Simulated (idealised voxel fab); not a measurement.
Title: Process Module voxel ribs on slabs
This is section cut - it's 265 nm across, gridded in 5 nm square cells.
Cross-section, as written here: a square-cell grid given band by band from the top down, where a band holds one or more rows of cells. Look at the band entry: it leads with the top's height and the bottom's height in nm. Then it lists the materials left to right, with a width in nm for each. The word "edge to edge" on a single material says that material fills the band edge to edge. The word "air" is empty space. Beneath 0, the wafer as received is one material, and that level is where height counting begins. The lowest band goes on downward without a bottom; it is written like "from 0 down". Note: "30 to 40" means the width goes from the first number (top row of the band) to the second number (bottom row) in equal steps per row of cells. For the purposes of this document, the phrase "no modification" attached to a step denotes that no cell within the cross-section was modified by that step. Empty spaces counting at least 8 cells and having no open way to the top are listed in "Trapped cavities". The notation width x height at distance is used for each, the distance being from the left edge and all three values in nm. Heads up: the bit after the settings on a step's line is the simulator's remark on that step. The optional step-line setting "overlay nm" applies to steps with a mask and quantifies how far to the right of its planned location the mask lay, a negative value indicating leftward placement.
So here's the lineup of process steps we planned
1: RECEIVE: material Si
2: DIRECTIONAL_DEP: material SiO2, thk nm 30
3: DIRECTIONAL_DEP: material polySi, thk nm 20
4: PATTERN: tone cover, mask id RIB, material resist, width nm 25, thk nm 20, overlay nm 0
5: DIRECTIONAL_ETCH: etch materials polySi, depth nm 10
6: STRIP: etch materials resist
7: MASKED_ETCH: tone cover, mask id SLAB, width nm 65, etch materials polySi, depth nm 10, overlay nm 0
8: FILL_DEP: material SiO2, thk nm 15
9: CMP: height nm 60
10: DIRECTIONAL_DEP: material W, thk nm 5
11: MASKED_ETCH: tone cover, mask id HEATER, width nm 35, etch materials W, depth nm 5, overlay nm 0
12: CONFORMAL_DEP: material SiN, thk nm 10
So this is the incoming wafer in cross-section - it's already been through step 1
- from 0 down = Si edge to edge
- Trapped cavities: none
Cross-section, end of module. Start: as above. Plan: as above. Execution: one mistake
- from 75 to 70 = 105 air  55 SiN  105 air
- from 70 to 65 = SiN edge to edge
- from 65 to 60 = 115 SiN  35 W  115 SiN
- from 60 to 50 = SiN edge to edge
- from 50 to 40 = 120 SiN  25 polySi  120 SiN
- from 40 to 30 = 100 SiN  65 polySi  100 SiN
- from 30 to 0 = SiO2 edge to edge
- from 0 down = Si edge to edge
- Trapped cavities: none
Run error: step 8, actual vs plan mismatch, actual run FILL_DEP: material SiN, thk nm 15
